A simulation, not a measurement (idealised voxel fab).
process module | voxel self aligned vias
cross-section cut | 220 nm wide | cells 5 nm
A cross-section is a grid of square cells, given in bands from the top down. A band is one or more rows of cells.
Each band's line starts with the height of the band's top and of its bottom, in nm. Then come its materials from left to right, each with its width in nm. One material with "throughout" fills the band from edge to edge. "air" is empty space.
Height 0 is the level under which the wafer as received is all one material. The lowest band goes on downwards, as in "0 down".
A width such as "30 to 40" changes by the same amount from each row of cells to the next, from the band's top row to its bottom row.
"no change" after a step means that no cell of the cross-section changed.
closed voids: empty space of 8 cells or more with no open way to the top, each as width x height at its distance from the left edge, in nm
after a step's settings: what the simulator itself notes on the step
overlay nm, on a step with a mask: how far to the right of its planned place the mask lay; to the left if negative
plan
1 op RECEIVE | material Si
2 op CONFORMAL_DEP | material SiO2 | thk nm 15
3 op CONFORMAL_DEP | material SiCN | thk nm 5
4 op DIRECTIONAL_DEP | material lowk | thk nm 20
5 op DIRECTIONAL_DEP | material aC | thk nm 10
6 op PATTERN | tone open | mask id LINES | material resist | width nm 25 | pitch nm 55 | thk nm 25 | overlay nm 0
7 op DIRECTIONAL_ETCH | etch materials aC | depth nm 10
8 op STRIP | etch materials resist
9 op DIRECTIONAL_ETCH | etch materials lowk | depth nm 20
10 op STRIP | etch materials aC
11 op CONFORMAL_DEP | material TiN | thk nm 5
12 op FILL_DEP | material W | thk nm 10
13 op CMP | height nm 40
14 op SELECTIVE_ETCH | etch materials W Ru TiN | depth nm 5
15 op FILL_DEP | material SiN | thk nm 10
16 op CMP | height nm 40
17 op DIRECTIONAL_DEP | material lowk | thk nm 20
18 op PATTERN | tone open | mask id VIAS | material resist | width nm 35 | pitch nm 110 | thk nm 15 | overlay nm 0
19 op DIRECTIONAL_ETCH | etch materials lowk | depth nm 20
20 op DIRECTIONAL_ETCH | etch materials SiN | depth nm 5
21 op STRIP | etch materials resist
22 op CONFORMAL_DEP | material TiN | thk nm 5
23 op FILL_DEP | material Cu | thk nm 10
24 op CMP | height nm 60
25 op CONFORMAL_DEP | material SiN | thk nm 5
first wafer, as planned
as received, after step 1
  0 down: Si throughout
  closed voids: none
after step 2
  15 to 0: SiO2 throughout
  below 0: unchanged
after step 3
  20 to 15: SiCN throughout
  below 15: unchanged
after step 4
  40 to 20: lowk throughout
  below 20: unchanged
after step 5
  50 to 40: aC throughout
  below 40: unchanged
after step 6
  75 to 50: resist 40 | air 25 | resist 30 | air 25 | resist 30 | air 25 | resist 45
  below 50: unchanged
after step 7
  65 to 50: resist 40 | air 25 | resist 30 | air 25 | resist 30 | air 25 | resist 45
  50 to 40: aC 40 | air 25 | aC 30 | air 25 | aC 30 | air 25 | aC 45
  below 40: unchanged
after step 8
  50 to 40: aC 40 | air 25 | aC 30 | air 25 | aC 30 | air 25 | aC 45
  below 40: unchanged
after step 9
  50 to 40: aC 40 | air 25 | aC 30 | air 25 | aC 30 | air 25 | aC 45
  40 to 20: lowk 40 | air 25 | lowk 30 | air 25 | lowk 30 | air 25 | lowk 45
  below 20: unchanged
after step 10
  40 to 20: lowk 40 | air 25 | lowk 30 | air 25 | lowk 30 | air 25 | lowk 45
  below 20: unchanged
after step 11
  45 to 40: TiN 45 | air 15 | TiN 40 | air 15 | TiN 40 | air 15 | TiN 50
  40 to 25: lowk 40 | TiN 5 | air 15 | TiN 5 | lowk 30 | TiN 5 | air 15 | TiN 5 | lowk 30 | TiN 5 | air 15 | TiN 5 | lowk 45
  25 to 20: lowk 40 | TiN 25 | lowk 30 | TiN 25 | lowk 30 | TiN 25 | lowk 45
  below 20: unchanged
after step 12
  55 to 45: W throughout
  45 to 40: TiN 45 | W 15 | TiN 40 | W 15 | TiN 40 | W 15 | TiN 50
  40 to 25: lowk 40 | TiN 5 | W 15 | TiN 5 | lowk 30 | TiN 5 | W 15 | TiN 5 | lowk 30 | TiN 5 | W 15 | TiN 5 | lowk 45
  below 25: unchanged
after step 13
  40 to 25: lowk 40 | TiN 5 | W 15 | TiN 5 | lowk 30 | TiN 5 | W 15 | TiN 5 | lowk 30 | TiN 5 | W 15 | TiN 5 | lowk 45
  below 25: unchanged
after step 14
  40 to 35: lowk 40 | air 25 | lowk 30 | air 25 | lowk 30 | air 25 | lowk 45
  below 35: unchanged
after step 15
  50 to 40: SiN throughout
  40 to 35: lowk 40 | SiN 25 | lowk 30 | SiN 25 | lowk 30 | SiN 25 | lowk 45
  below 35: unchanged
after step 16
  40 to 35: lowk 40 | SiN 25 | lowk 30 | SiN 25 | lowk 30 | SiN 25 | lowk 45
  below 35: unchanged
after step 17
  60 to 40: lowk throughout
  below 40: unchanged
after step 18
  75 to 60: resist 35 | air 35 | resist 75 | air 35 | resist 40
  below 60: unchanged
after step 19
  75 to 60: resist 35 | air 35 | resist 75 | air 35 | resist 40
  60 to 40: lowk 35 | air 35 | lowk 75 | air 35 | lowk 40
  below 40: unchanged
after step 20
  75 to 60: resist 35 | air 35 | resist 75 | air 35 | resist 40
  60 to 40: lowk 35 | air 35 | lowk 75 | air 35 | lowk 40
  40 to 35: lowk 40 | air 25 | lowk 30 | SiN 25 | lowk 30 | air 25 | lowk 45
  below 35: unchanged
after step 21
  60 to 40: lowk 35 | air 35 | lowk 75 | air 35 | lowk 40
  below 40: unchanged
after step 22
  65 to 60: TiN 40 | air 25 | TiN 85 | air 25 | TiN 45
  60 to 45: lowk 35 | TiN 5 | air 25 | TiN 5 | lowk 75 | TiN 5 | air 25 | TiN 5 | lowk 40
  45 to 40: lowk 35 | TiN 10 | air 15 | TiN 10 | lowk 75 | TiN 10 | air 15 | TiN 10 | lowk 40
  40 to 35: lowk 40 | TiN 25 | lowk 30 | SiN 25 | lowk 30 | TiN 25 | lowk 45
  below 35: unchanged
after step 23
  75 to 65: Cu throughout
  65 to 60: TiN 40 | Cu 25 | TiN 85 | Cu 25 | TiN 45
  60 to 45: lowk 35 | TiN 5 | Cu 25 | TiN 5 | lowk 75 | TiN 5 | Cu 25 | TiN 5 | lowk 40
  45 to 40: lowk 35 | TiN 10 | Cu 15 | TiN 10 | lowk 75 | TiN 10 | Cu 15 | TiN 10 | lowk 40
  below 40: unchanged
after step 24
  60 to 45: lowk 35 | TiN 5 | Cu 25 | TiN 5 | lowk 75 | TiN 5 | Cu 25 | TiN 5 | lowk 40
  below 45: unchanged
after step 25
  65 to 60: SiN throughout
  below 60: unchanged
second wafer: like start, like plan, one mistake. Through step 2 it matches the first wafer
when step 3 should have ended: no change
when step 4 should have ended
  35 to 15: lowk throughout
  below 15: unchanged
when step 5 should have ended
  45 to 35: aC throughout
  below 35: unchanged
when step 6 should have ended
  70 to 45: resist 40 | air 25 | resist 30 | air 25 | resist 30 | air 25 | resist 45
  below 45: unchanged
when step 7 should have ended
  60 to 45: resist 40 | air 25 | resist 30 | air 25 | resist 30 | air 25 | resist 45
  45 to 35: aC 40 | air 25 | aC 30 | air 25 | aC 30 | air 25 | aC 45
  below 35: unchanged
when step 8 should have ended
  45 to 35: aC 40 | air 25 | aC 30 | air 25 | aC 30 | air 25 | aC 45
  below 35: unchanged
when step 9 should have ended
  45 to 35: aC 40 | air 25 | aC 30 | air 25 | aC 30 | air 25 | aC 45
  35 to 15: lowk 40 | air 25 | lowk 30 | air 25 | lowk 30 | air 25 | lowk 45
  below 15: unchanged
when step 10 should have ended
  35 to 15: lowk 40 | air 25 | lowk 30 | air 25 | lowk 30 | air 25 | lowk 45
  below 15: unchanged
when step 11 should have ended
  40 to 35: TiN 45 | air 15 | TiN 40 | air 15 | TiN 40 | air 15 | TiN 50
  35 to 20: lowk 40 | TiN 5 | air 15 | TiN 5 | lowk 30 | TiN 5 | air 15 | TiN 5 | lowk 30 | TiN 5 | air 15 | TiN 5 | lowk 45
  20 to 15: lowk 40 | TiN 25 | lowk 30 | TiN 25 | lowk 30 | TiN 25 | lowk 45
  below 15: unchanged
when step 12 should have ended
  50 to 40: W throughout
  40 to 35: TiN 45 | W 15 | TiN 40 | W 15 | TiN 40 | W 15 | TiN 50
  35 to 20: lowk 40 | TiN 5 | W 15 | TiN 5 | lowk 30 | TiN 5 | W 15 | TiN 5 | lowk 30 | TiN 5 | W 15 | TiN 5 | lowk 45
  below 20: unchanged
when step 13 should have ended
  40 to 35: TiN 45 | W 15 | TiN 40 | W 15 | TiN 40 | W 15 | TiN 50
  below 35: unchanged
when step 14 should have ended
  35 to 20: lowk 40 | TiN 5 | W 15 | TiN 5 | lowk 30 | TiN 5 | W 15 | TiN 5 | lowk 30 | TiN 5 | W 15 | TiN 5 | lowk 45
  below 20: unchanged
when step 15 should have ended
  45 to 35: SiN throughout
  below 35: unchanged
when step 16 should have ended
  40 to 35: SiN throughout
  below 35: unchanged
when step 17 should have ended
  60 to 40: lowk throughout
  below 40: unchanged
when step 18 should have ended
  75 to 60: resist 35 | air 35 | resist 75 | air 35 | resist 40
  below 60: unchanged
when step 19 should have ended
  75 to 60: resist 35 | air 35 | resist 75 | air 35 | resist 40
  60 to 40: lowk 35 | air 35 | lowk 75 | air 35 | lowk 40
  below 40: unchanged
when step 20 should have ended
  75 to 60: resist 35 | air 35 | resist 75 | air 35 | resist 40
  60 to 40: lowk 35 | air 35 | lowk 75 | air 35 | lowk 40
  40 to 35: SiN 35 | air 35 | SiN 75 | air 35 | SiN 40
  below 35: unchanged
when step 21 should have ended
  60 to 40: lowk 35 | air 35 | lowk 75 | air 35 | lowk 40
  below 40: unchanged
when step 22 should have ended
  65 to 60: TiN 40 | air 25 | TiN 85 | air 25 | TiN 45
  60 to 40: lowk 35 | TiN 5 | air 25 | TiN 5 | lowk 75 | TiN 5 | air 25 | TiN 5 | lowk 40
  40 to 35: SiN 35 | TiN 35 | SiN 75 | TiN 35 | SiN 40
  below 35: unchanged
when step 23 should have ended
  75 to 65: Cu throughout
  65 to 60: TiN 40 | Cu 25 | TiN 85 | Cu 25 | TiN 45
  60 to 40: lowk 35 | TiN 5 | Cu 25 | TiN 5 | lowk 75 | TiN 5 | Cu 25 | TiN 5 | lowk 40
  below 40: unchanged
when step 24 should have ended
  60 to 40: lowk 35 | TiN 5 | Cu 25 | TiN 5 | lowk 75 | TiN 5 | Cu 25 | TiN 5 | lowk 40
  below 40: unchanged
when step 25 should have ended
  65 to 60: SiN throughout
  below 60: unchanged
what went wrong: step 3 was left out
at the end the second wafer has, in cells: 4 more of Cu | 44 fewer of SiCN | 25 more of SiN | 6 more of TiN | 9 more of W
